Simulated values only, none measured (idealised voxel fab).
Process module in this document: voxel ribs on slabs
Cross-sectional view cut (width: 240 nm; square cell size: 5 nm).
If you're reading a cross-section in this doc, picture square cells in a grid; it comes to you as bands, top ones listed first down to the bottom, and a band can be one or more rows of cells. Top, bottom (nm), then materials left to right with widths (nm); lone material tagged "everywhere" fills the whole band edge to edge; "empty" = empty space. Zero point of the height axis is 0; under it, received wafer = one material. Lowest band: continues down indefinitely, "0 nm and below". Top row gets the first number, bottom row gets the second, and each row in between changes by the same step: that is how a band width like "30->40" works. "stayed the same" for a step: no cell of the cross-section changed in that step. Closed-off voids of 8+ cells (no open route to the top) go in "Non-vented voids", written width x height at distance from the left edge, in nm. That trailing text on a step's line, after the settings, is the simulator's own remark on the step. overlay nm: on a step with a mask, how far right of its planned place the mask lay; negative means left.
Process steps foreseen in the plan:
step 1: RECEIVE [material Si]
step 2: DIRECTIONAL_DEP [material SiO2] [thk nm 30]
step 3: DIRECTIONAL_DEP [material SiN] [thk nm 25]
step 4: MASKED_ETCH [tone cover] [mask id RIB] [width nm 30] [etch materials SiN] [depth nm 20] [overlay nm 0]
step 5: PATTERN [tone cover] [mask id SLAB] [material resist] [width nm 80] [thk nm 20] [overlay nm 0]
step 6: DIRECTIONAL_ETCH [etch materials SiN] [depth nm 5]
step 7: STRIP [etch materials resist]
step 8: FILL_DEP [material SiO2] [thk nm 20]
step 9: CMP [height nm 65]
step 10: DIRECTIONAL_DEP [material TiN] [thk nm 5]
step 11: MASKED_ETCH [tone cover] [mask id HEATER] [width nm 40] [etch materials TiN] [depth nm 5] [overlay nm 0]
step 12: CONFORMAL_DEP [material SiO2] [thk nm 10]
Wafer at receipt (post step 1), cross-section:
0 nm and below: Si everywhere
Non-vented voids: none
Cross-section, end of module. Start: as above. Plan: as above. Execution: one mistake:
80 nm to 75 nm: empty 90 nm, SiO2 60 nm, empty 90 nm
75 nm to 70 nm: SiO2 everywhere
70 nm to 65 nm: SiO2 100 nm, TiN 40 nm, SiO2 100 nm
65 nm to 55 nm: SiO2 everywhere
55 nm to 50 nm: SiO2 80 nm, SiN 25 nm, SiO2 30 nm, SiN 25 nm, SiO2 80 nm
50 nm to 35 nm: SiN 105 nm, SiO2 30 nm, SiN 105 nm
35 nm to 30 nm: SiN everywhere
30 nm to 0 nm: SiO2 everywhere
0 nm and below: Si everywhere
Non-vented voids: none
Plan not followed: step 4 off recipe, ran as MASKED_ETCH [tone open] [mask id RIB] [width nm 30] [etch materials SiN] [depth nm 20] [overlay nm 0]
